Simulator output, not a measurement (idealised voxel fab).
Process module name: voxel trench capacitor
We display cut, a cross-section 240 nm in width whose square cells are each 5 nm.
The cross-sections in this document take the form of a grid made of square cells. They are written out as bands, in order from top to bottom. Each band consists of one or more rows of cells.
Basically the band line says how high the top is and how high the bottom is, in nm, and then what's in it from left to right, every material with its width in nm. Empty space shows up as "blank", and if a single material carries "throughout" it runs the full band edge to edge.
For the purposes of this specification, 0 denotes the height below which the wafer in its as-received condition is composed wholly of one material, and the lowermost band, lacking a lower limit, extends downward without end, as expressed in "0 -> down".
Quick explanation for "30->40": the width changes in equal steps down the rows of cells, from the first number in the band's top row to the second number in its bottom row.
A step reported as "nothing was modified" is a step in which no cell of the cross-section changed.
Each empty space that has no open way to the top and spans at least 8 cells appears under "Catalogued sealed voids" as width x height at distance, the distance counted from the left edge, all in nm.
Text after the settings on a step's line: the simulator's own remark on that step.
A step line may carry the setting "overlay nm", which, for steps involving a mask, states the distance by which the mask lay to the right of its intended position; negative values denote displacement to the left.
Reading guide: pairs of cross-sections, before and after one process step; after view cut off at lowest changed band; step and settings listed under each pair. Pairs may stem from different runs of this module on the same starting wafer; continuity with the pair above only where the "Ex-ante state" entry states it.
[Ex-ante state]
* 10 -> 0 | SiN 35 nm, blank 25 nm, SiN 15 nm, blank 25 nm, SiN 15 nm, blank 25 nm, SiN 15 nm, blank 25 nm, SiN 60 nm
* 0 -> -25 | Si 45 nm, blank 15 nm, Si 25 nm, blank 15 nm, Si 25 nm, blank 15 nm, Si 25 nm, blank 15 nm, Si 60 nm
* -25 -> down | Si throughout
* Catalogued sealed voids: none
[Post-Process View]
* 15 -> 10 | Al2O3 40 nm, blank 15 nm, Al2O3 25 nm, blank 15 nm, Al2O3 25 nm, blank 15 nm, Al2O3 25 nm, blank 15 nm, Al2O3 65 nm
* 10 -> 0 | SiN 35 nm, Al2O3 5->15 nm, blank 15->5 nm, Al2O3 5 nm, SiN 15 nm, Al2O3 5->15 nm, blank 15->5 nm, Al2O3 5 nm, SiN 15 nm, Al2O3 5->15 nm, blank 15->5 nm, Al2O3 5 nm, SiN 15 nm, Al2O3 5->15 nm, blank 15->5 nm, Al2O3 5 nm, SiN 60 nm
* 0 -> -20 | Si 45 nm, Al2O3 5 nm, blank 5 nm, Al2O3 5 nm, Si 25 nm, Al2O3 5 nm, blank 5 nm, Al2O3 5 nm, Si 25 nm, Al2O3 5 nm, blank 5 nm, Al2O3 5 nm, Si 25 nm, Al2O3 5 nm, blank 5 nm, Al2O3 5 nm, Si 60 nm
* -20 -> -25 | Si 45 nm, Al2O3 15 nm, Si 25 nm, Al2O3 15 nm, Si 25 nm, Al2O3 15 nm, Si 25 nm, Al2O3 15 nm, Si 60 nm
* For the remainder of the cross-section, below -25, there is no change.
* Catalogued sealed voids: none
Can you name the step between the two cross-sections above? It is CONFORMAL_DEP [material Al2O3] [thk nm 5]
Ex-ante state: as in the pair right above, post-step view.
[Post-Process View]
* 20 -> 15 | TiN 45 nm, blank 5 nm, TiN 35 nm, blank 5 nm, TiN 35 nm, blank 5 nm, TiN 35 nm, blank 5 nm, TiN 70 nm
* 15 -> 10 | Al2O3 40 nm, TiN 5 nm, blank 5 nm, TiN 5 nm, Al2O3 25 nm, TiN 5 nm, blank 5 nm, TiN 5 nm, Al2O3 25 nm, TiN 5 nm, blank 5 nm, TiN 5 nm, Al2O3 25 nm, TiN 5 nm, blank 5 nm, TiN 5 nm, Al2O3 65 nm
* 10 -> 0 | SiN 35 nm, Al2O3 5->15 nm, TiN 15->5 nm, Al2O3 5 nm, SiN 15 nm, Al2O3 5->15 nm, TiN 15->5 nm, Al2O3 5 nm, SiN 15 nm, Al2O3 5->15 nm, TiN 15->5 nm, Al2O3 5 nm, SiN 15 nm, Al2O3 5->15 nm, TiN 15->5 nm, Al2O3 5 nm, SiN 60 nm
* 0 -> -20 | Si 45 nm, Al2O3 5 nm, TiN 5 nm, Al2O3 5 nm, Si 25 nm, Al2O3 5 nm, TiN 5 nm, Al2O3 5 nm, Si 25 nm, Al2O3 5 nm, TiN 5 nm, Al2O3 5 nm, Si 25 nm, Al2O3 5 nm, TiN 5 nm, Al2O3 5 nm, Si 60 nm
* For the remainder of the cross-section, below -20, there is no change.
* Catalogued sealed voids: none
Can you name the step between the two cross-sections above? It is CONFORMAL_DEP [material TiN] [thk nm 5]
Ex-ante state: as in the pair right above, post-step view.
[Post-Process View]
* 30 -> 20 | W throughout
* 20 -> 15 | TiN 45 nm, W 5 nm, TiN 35 nm, W 5 nm, TiN 35 nm, W 5 nm, TiN 35 nm, W 5 nm, TiN 70 nm
* 15 -> 10 | Al2O3 40 nm, TiN 5 nm, W 5 nm, TiN 5 nm, Al2O3 25 nm, TiN 5 nm, W 5 nm, TiN 5 nm, Al2O3 25 nm, TiN 5 nm, W 5 nm, TiN 5 nm, Al2O3 25 nm, TiN 5 nm, W 5 nm, TiN 5 nm, Al2O3 65 nm
* For the remainder of the cross-section, below 10, there is no change.
* Catalogued sealed voids: none
Can you name the step between the two cross-sections above? It is FILL_DEP [material W] [thk nm 10]
Ex-ante state: as in the pair right above, post-step view.
[Post-Process View]
* 10 -> 0 | SiN 35 nm, Al2O3 5->15 nm, TiN 15->5 nm, Al2O3 5 nm, SiN 15 nm, Al2O3 5->15 nm, TiN 15->5 nm, Al2O3 5 nm, SiN 15 nm, Al2O3 5->15 nm, TiN 15->5 nm, Al2O3 5 nm, SiN 15 nm, Al2O3 5->15 nm, TiN 15->5 nm, Al2O3 5 nm, SiN 60 nm
* For the remainder of the cross-section, below 0, there is no change.
* Catalogued sealed voids: none
Can you name the step between the two cross-sections above? It is CMP [height nm 10]
[Ex-ante state]
* 0 -> down | Si throughout
* Catalogued sealed voids: none
[Post-Process View]
* 10 -> 0 | Al2O3 throughout
* For the remainder of the cross-section, below 0, there is no change.
* Catalogued sealed voids: none
Can you name the step between the two cross-sections above? It is CONFORMAL_DEP [material Al2O3] [thk nm 10]
Ex-ante state: as in the pair right above, post-step view.
[Post-Process View]
* 15 -> 0 | Al2O3 throughout
* For the remainder of the cross-section, below 0, there is no change.
* Catalogued sealed voids: none
Can you name the step between the two cross-sections above? It is CONFORMAL_DEP [material Al2O3] [thk nm 5]
Ex-ante state: as in the pair right above, post-step view.
[Post-Process View]
* 20 -> 15 | TiN throughout
* For the remainder of the cross-section, below 15, there is no change.
* Catalogued sealed voids: none
Can you name the step between the two cross-sections above? It is CONFORMAL_DEP [material TiN] [thk nm 5]
Ex-ante state: as in the pair right above, post-step view.
[Post-Process View]
* 30 -> 20 | W throughout
* For the remainder of the cross-section, below 20, there is no change.
* Catalogued sealed voids: none
Can you name the step between the two cross-sections above? It is FILL_DEP [material W] [thk nm 10]
Ex-ante state: as in the pair right above, post-step view.
[Post-Process View]
* 10 -> 0 | Al2O3 throughout
* For the remainder of the cross-section, below 0, there is no change.
* Catalogued sealed voids: none
Can you name the step between the two cross-sections above? It is CMP [height nm 10]
[Ex-ante state]
* 10 -> 0 | SiN throughout
* 0 -> down | Si throughout
* Catalogued sealed voids: none
[Post-Process View]
* 10 -> 0 | blank 45 nm, SiN 25 nm, blank 15 nm, SiN 25 nm, blank 15 nm, SiN 25 nm, blank 15 nm, SiN 25 nm, blank 50 nm
* For the remainder of the cross-section, below 0, there is no change.
* Catalogued sealed voids: none
Can you name the step between the two cross-sections above? It is MASKED_ETCH [tone cover] [mask id TRENCH] [width nm 25] [pitch nm 40] [etch materials SiN] [depth nm 10] [overlay nm 0]
Ex-ante state: as in the pair right above, post-step view.
[Post-Process View]
* 15 -> 10 | blank 40 nm, Al2O3 35 nm, blank 5 nm, Al2O3 35 nm, blank 5 nm, Al2O3 35 nm, blank 5 nm, Al2O3 35 nm, blank 45 nm
* 10 -> 5 | blank 40 nm, Al2O3 5 nm, SiN 25 nm, Al2O3 5 nm, blank 5 nm, Al2O3 5 nm, SiN 25 nm, Al2O3 5 nm, blank 5 nm, Al2O3 5 nm, SiN 25 nm, Al2O3 5 nm, blank 5 nm, Al2O3 5 nm, SiN 25 nm, Al2O3 5 nm, blank 45 nm
* 5 -> 0 | Al2O3 45 nm, SiN 25 nm, Al2O3 15 nm, SiN 25 nm, Al2O3 15 nm, SiN 25 nm, Al2O3 15 nm, SiN 25 nm, Al2O3 50 nm
* For the remainder of the cross-section, below 0, there is no change.
* Catalogued sealed voids: none
Can you name the step between the two cross-sections above? It is CONFORMAL_DEP [material Al2O3] [thk nm 5]
Ex-ante state: as in the pair right above, post-step view.
[Post-Process View]
* 20 -> 15 | blank 35 nm, TiN 165 nm, blank 40 nm
* 15 -> 10 | blank 35 nm, TiN 5 nm, Al2O3 35 nm, TiN 5 nm, Al2O3 35 nm, TiN 5 nm, Al2O3 35 nm, TiN 5 nm, Al2O3 35 nm, TiN 5 nm, blank 40 nm
* 10 -> 5 | TiN 40 nm, Al2O3 5 nm, SiN 25 nm, Al2O3 5 nm, TiN 5 nm, Al2O3 5 nm, SiN 25 nm, Al2O3 5 nm, TiN 5 nm, Al2O3 5 nm, SiN 25 nm, Al2O3 5 nm, TiN 5 nm, Al2O3 5 nm, SiN 25 nm, Al2O3 5 nm, TiN 45 nm
* For the remainder of the cross-section, below 5, there is no change.
* Catalogued sealed voids: none
Can you name the step between the two cross-sections above? It is CONFORMAL_DEP [material TiN] [thk nm 5]
Ex-ante state: as in the pair right above, post-step view.
[Post-Process View]
* 30 -> 20 | W throughout
* 20 -> 15 | W 35 nm, TiN 165 nm, W 40 nm
* 15 -> 10 | W 35 nm, TiN 5 nm, Al2O3 35 nm, TiN 5 nm, Al2O3 35 nm, TiN 5 nm, Al2O3 35 nm, TiN 5 nm, Al2O3 35 nm, TiN 5 nm, W 40 nm
* For the remainder of the cross-section, below 10, there is no change.
* Catalogued sealed voids: none
Can you name the step between the two cross-sections above? It is FILL_DEP [material W] [thk nm 10]
Ex-ante state: as in the pair right above, post-step view.
[Post-Process View]
* 10 -> 5 | TiN 40 nm, Al2O3 5 nm, SiN 25 nm, Al2O3 5 nm, TiN 5 nm, Al2O3 5 nm, SiN 25 nm, Al2O3 5 nm, TiN 5 nm, Al2O3 5 nm, SiN 25 nm, Al2O3 5 nm, TiN 5 nm, Al2O3 5 nm, SiN 25 nm, Al2O3 5 nm, TiN 45 nm
* For the remainder of the cross-section, below 5, there is no change.
* Catalogued sealed voids: none
Can you name the step between the two cross-sections above? It is CMP [height nm 10]
